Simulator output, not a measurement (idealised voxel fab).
process module | voxel self aligned vias
cross-section cut | 300 nm wide | cells 5 nm
A cross-section is a grid of square cells, given in bands from the top down. A band is one or more rows of cells.
Each band's line starts with the height of the band's top and of its bottom, in nm. Then come its materials from left to right, each with its width in nm. One material with "throughout" fills the band from edge to edge. "air" is empty space.
Height 0 is the level under which the wafer as received is all one material. The lowest band goes on downwards, as in "0 down".
A width such as "30 to 40" changes by the same amount from each row of cells to the next, from the band's top row to its bottom row.
"no change" after a step means that no cell of the cross-section changed.
closed voids: empty space of 8 cells or more with no open way to the top, each as width x height at its distance from the left edge, in nm
after a step's settings: what the simulator itself notes on the step
overlay nm, on a step with a mask: how far to the right of its planned place the mask lay; to the left if negative
plan
1 op RECEIVE | material Si
2 op CONFORMAL_DEP | material SiO2 | thk nm 15
3 op CONFORMAL_DEP | material SiCN | thk nm 5
4 op DIRECTIONAL_DEP | material SiO2 | thk nm 25
5 op PATTERN | tone open | mask id LINES | material resist | width nm 20 | pitch nm 60 | thk nm 15 | overlay nm 0
6 op DIRECTIONAL_ETCH | etch materials SiO2 | depth nm 25
7 op STRIP | etch materials resist
8 op CONFORMAL_DEP | material TiN | thk nm 5
9 op FILL_DEP | material W | thk nm 10
10 op CMP | height nm 45
11 op SELECTIVE_ETCH | etch materials W Ru TiN | depth nm 5
12 op FILL_DEP | material SiN | thk nm 5
13 op CMP | height nm 45
14 op DIRECTIONAL_DEP | material SiO2 | thk nm 20
15 op DIRECTIONAL_DEP | material aC | thk nm 10
16 op PATTERN | tone open | mask id VIAS | material resist | width nm 40 | pitch nm 60 | thk nm 30 | overlay nm 0
17 op DIRECTIONAL_ETCH | etch materials aC | depth nm 10
18 op STRIP | etch materials resist
19 op DIRECTIONAL_ETCH | etch materials SiO2 | depth nm 20
20 op DIRECTIONAL_ETCH | etch materials SiN | depth nm 5
21 op STRIP | etch materials aC
22 op CONFORMAL_DEP | material TiN | thk nm 5
23 op FILL_DEP | material Ru | thk nm 10
24 op CMP | height nm 65
25 op CONFORMAL_DEP | material SiN | thk nm 5
as received, after step 1
  0 down: Si throughout
  closed voids: none
first wafer at the end, as planned
  70 to 65: SiN throughout
  65 to 50: SiO2 70 | TiN 5 | Ru 30 | TiN 5 | SiO2 20 | TiN 5 | Ru 30 | TiN 5 | SiO2 20 | TiN 5 | Ru 30 | TiN 5 | SiO2 70
  50 to 45: SiO2 70 | TiN 15 | Ru 10 | TiN 15 | SiO2 20 | TiN 15 | Ru 10 | TiN 15 | SiO2 20 | TiN 15 | Ru 10 | TiN 15 | SiO2 70
  45 to 40: SiO2 80 | TiN 20 | SiO2 40 | TiN 20 | SiO2 40 | TiN 20 | SiO2 80
  40 to 25: SiO2 80 | TiN 5 | W 10 | TiN 5 | SiO2 40 | TiN 5 | W 10 | TiN 5 | SiO2 40 | TiN 5 | W 10 | TiN 5 | SiO2 80
  25 to 20: SiO2 80 | TiN 20 | SiO2 40 | TiN 20 | SiO2 40 | TiN 20 | SiO2 80
  20 to 15: SiCN throughout
  15 to 0: SiO2 throughout
  0 down: Si throughout
  closed voids: none
second wafer at the end: like start, like plan, one mistake
  70 to 65: SiN throughout
  65 to 45: SiO2 70 | TiN 5 | Ru 30 | TiN 5 | SiO2 20 | TiN 5 | Ru 30 | TiN 5 | SiO2 20 | TiN 5 | Ru 30 | TiN 5 | SiO2 70
  45 to 40: SiN 70 | TiN 40 | SiN 20 | TiN 40 | SiN 20 | TiN 40 | SiN 70
  40 to 35: SiO2 80 | SiN 20 | SiO2 40 | SiN 20 | SiO2 40 | SiN 20 | SiO2 80
  35 to 25: SiO2 80 | TiN 5 | W 10 | TiN 5 | SiO2 40 | TiN 5 | W 10 | TiN 5 | SiO2 40 | TiN 5 | W 10 | TiN 5 | SiO2 80
  25 to 20: SiO2 80 | TiN 20 | SiO2 40 | TiN 20 | SiO2 40 | TiN 20 | SiO2 80
  20 to 15: SiCN throughout
  15 to 0: SiO2 throughout
  0 down: Si throughout
  closed voids: none
what went wrong: step 10 ran as: op CMP | height nm 40
at the end the second wafer has, in cells: 12 more of Ru | 48 more of SiN | 48 fewer of SiO2 | 6 fewer of TiN | 6 fewer of W
